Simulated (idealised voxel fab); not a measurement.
The following process module bears the name voxel lift off.
For reference, the cross-section in this document is cut, with width 260 nm and square cells of 5 nm.
Cross-sections here: square-cell grids, written as top-down lists of bands, a band being one or more rows of cells. Basically the band line says how high the top is and how high the bottom is, in nm, and then what's in it from left to right, every material with its width in nm. Empty space shows up as "air", and if a single material carries "throughout" it runs the full band edge to edge. Height 0 is the level under which the wafer as received is all one material. The lowest band goes on downwards, as in "0 nm and below". Note: "30->40" means the width goes from the first number (top row of the band) to the second number (bottom row) in equal steps per row of cells. "no modifications", as given for a step, is the statement that not any cell of the cross-section underwent a change during that step. In the "Sealed void list" entry, you get each enclosed empty space of 8 cells or more, one with no open way to the top, written width x height at distance, distance from the left edge, in nm. Heads up: the bit after the settings on a step's line is the simulator's remark on that step. If you see "overlay nm" on a step's line and that step has a mask, it's telling you how far right of where it was planned the mask ended up; a negative number means it went left instead.

### This section lists the process steps that were planned
step 1: RECEIVE, material Si
step 2: CONFORMAL_DEP, material SiN, thk nm 15
step 3: PATTERN, tone open, mask id LINES, material resist, width nm 25, pitch nm 50, thk nm 30, overlay nm 0
step 4: DIRECTIONAL_DEP, material Ru, thk nm 15
step 5: STRIP, etch materials resist
step 6: CONFORMAL_DEP, material SiCN, thk nm 5

### Incoming wafer, cross-sectional view, post step 1
  0 nm and below | Si throughout
  Sealed void list: none

### Cross-section at module end, one run error; start and plan unchanged from above
  35 nm to 30 nm | air 55 nm | SiCN 45 nm | air 5 nm | SiCN 45 nm | air 5 nm | SiCN 45 nm | air 60 nm
  30 nm to 20 nm | air 55 nm | SiCN 5 nm | Ru 35 nm | SiCN 5 nm | air 5 nm | SiCN 5 nm | Ru 35 nm | SiCN 5 nm | air 5 nm | SiCN 5 nm | Ru 35 nm | SiCN 5 nm | air 60 nm
  20 nm to 15 nm | SiCN 60 nm | Ru 35 nm | SiCN 15 nm | Ru 35 nm | SiCN 15 nm | Ru 35 nm | SiCN 65 nm
  15 nm to 0 nm | SiN throughout
  0 nm and below | Si throughout
  Sealed void list: none
What was done differently from what was planned? heads up, step 3 didn't go per plan, it actually ran as PATTERN, tone open, mask id LINES, material resist, width nm 35, pitch nm 50, thk nm 30, overlay nm 0
